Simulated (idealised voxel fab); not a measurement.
The name of this process module is voxel gate over fins.
Cross-section cut: width 175 nm, square cells of 5 nm.
For the purposes of this document, a cross-section shall be understood as a grid of square cells, specified as bands listed in top-to-bottom order, each band consisting of one or more rows of cells. Band entry format. Leading values: height of top, height of bottom, nm. Remainder: materials in left-to-right order, each with its width in nm. Special words: "throughout" on a single material, which then fills the band edge to edge; "air", empty space. Basically, 0 is our baseline, since under it the wafer straight out of the box is all one material. The bottom band has no lower end and keeps on going down, so it looks like "top 0, no bottom". Per-row width for "30 to 40": begins at first number (top row of band), ends at second number (bottom row), increment between rows held constant. "identical to before" -> step changed no cross-section cell. Empty spaces without an open route to the top, at least 8 cells in extent, make up the entry "Trapped voids"; each is given as width x height at distance, where the distance is measured from the left edge, and all are in nm. Heads up: the bit after the settings on a step's line is the simulator's remark on that step. On any step carrying a mask, the "overlay nm" setting, if present on the step's line, tells how far right of its planned place the mask lay; negative values point to the left.

Planned process steps
1: RECEIVE, material Si
2: CONFORMAL_DEP, material SiN, thk nm 5
3: DIRECTIONAL_DEP, material aC, thk nm 10
4: PATTERN, tone cover, mask id FINS, material resist, width nm 15, pitch nm 40, thk nm 25, overlay nm 0
5: DIRECTIONAL_ETCH, etch materials aC, depth nm 10
6: STRIP, etch materials resist
7: DIRECTIONAL_ETCH, etch materials SiN, depth nm 5
8: DIRECTIONAL_ETCH, etch materials Si, depth nm 40
9: STRIP, etch materials aC
10: FILL_DEP, material SiO2, thk nm 5
11: CMP, height nm 5
12: SELECTIVE_ETCH, etch materials SiO2, depth nm 20
13: STRIP, etch materials SiN
14: CONFORMAL_DEP, material HfO2, thk nm 5
15: CONFORMAL_DEP, material TiN, thk nm 5
16: FILL_DEP, material W, thk nm 15
17: CMP, height nm 20
18: CONFORMAL_DEP, material SiN, thk nm 5

The cross-section here shows the wafer as received, i.e. in its state after step 1
> top 0, no bottom | Si throughout
> Trapped voids: none

End-of-module cross-section of the first of two wafers, processed as planned
> top 25, bottom 20 | SiN throughout
> top 20, bottom 10 | W throughout
> top 10, bottom 5 | 10 of W, then 35 of TiN, then 5 of W, then 35 of TiN, then 5 of W, then 35 of TiN, then 5 of W, then 35 of TiN, then 10 of W
> top 5, bottom 0 | 10 of W, then 5 of TiN, then 25 of HfO2, then 5 of TiN, then 5 of W, then 5 of TiN, then 25 of HfO2, then 5 of TiN, then 5 of W, then 5 of TiN, then 25 of HfO2, then 5 of TiN, then 5 of W, then 5 of TiN, then 25 of HfO2, then 5 of TiN, then 10 of W
> top 0, bottom -5 | 10 of W, then 5 of TiN, then 5 of HfO2, then 15 of Si, then 5 of HfO2, then 5 of TiN, then 5 of W, then 5 of TiN, then 5 of HfO2, then 15 of Si, then 5 of HfO2, then 5 of TiN, then 5 of W, then 5 of TiN, then 5 of HfO2, then 15 of Si, then 5 of HfO2, then 5 of TiN, then 5 of W, then 5 of TiN, then 5 of HfO2, then 15 of Si, then 5 of HfO2, then 5 of TiN, then 10 of W
> top -5, bottom -10 | 15 of TiN, then 5 of HfO2, then 15 of Si, then 5 of HfO2, then 15 of TiN, then 5 of HfO2, then 15 of Si, then 5 of HfO2, then 15 of TiN, then 5 of HfO2, then 15 of Si, then 5 of HfO2, then 15 of TiN, then 5 of HfO2, then 15 of Si, then 5 of HfO2, then 15 of TiN
> top -10, bottom -15 | 20 of HfO2, then 15 of Si, then 25 of HfO2, then 15 of Si, then 25 of HfO2, then 15 of Si, then 25 of HfO2, then 15 of Si, then 20 of HfO2
> top -15, bottom -40 | 20 of SiO2, then 15 of Si, then 25 of SiO2, then 15 of Si, then 25 of SiO2, then 15 of Si, then 25 of SiO2, then 15 of Si, then 20 of SiO2
> top -40, no bottom | Si throughout
> Trapped voids: none

Wafer two, end of module, cross-section. Same start, same plan as wafer one. One mistake in the run
> top 25, bottom 20 | SiN throughout
> top 20, bottom 15 | TiN throughout
> top 15, bottom 0 | 5 of TiN, then 165 of HfO2, then 5 of TiN
> top 0, bottom -15 | 20 of HfO2, then 15 of Si, then 25 of HfO2, then 15 of Si, then 25 of HfO2, then 15 of Si, then 25 of HfO2, then 15 of Si, then 20 of HfO2
> top -15, bottom -40 | 20 of SiO2, then 15 of Si, then 25 of SiO2, then 15 of Si, then 25 of SiO2, then 15 of Si, then 25 of SiO2, then 15 of Si, then 20 of SiO2
> top -40, no bottom | Si throughout
> Trapped voids: none
Diagnosis: step 14 ran differently from the plan; actual operation with settings: CONFORMAL_DEP, material HfO2, thk nm 15
End check, counted in cells, second wafer has more or fewer of these materials than the first: HfO2 +109 | TiN -18 | W -91
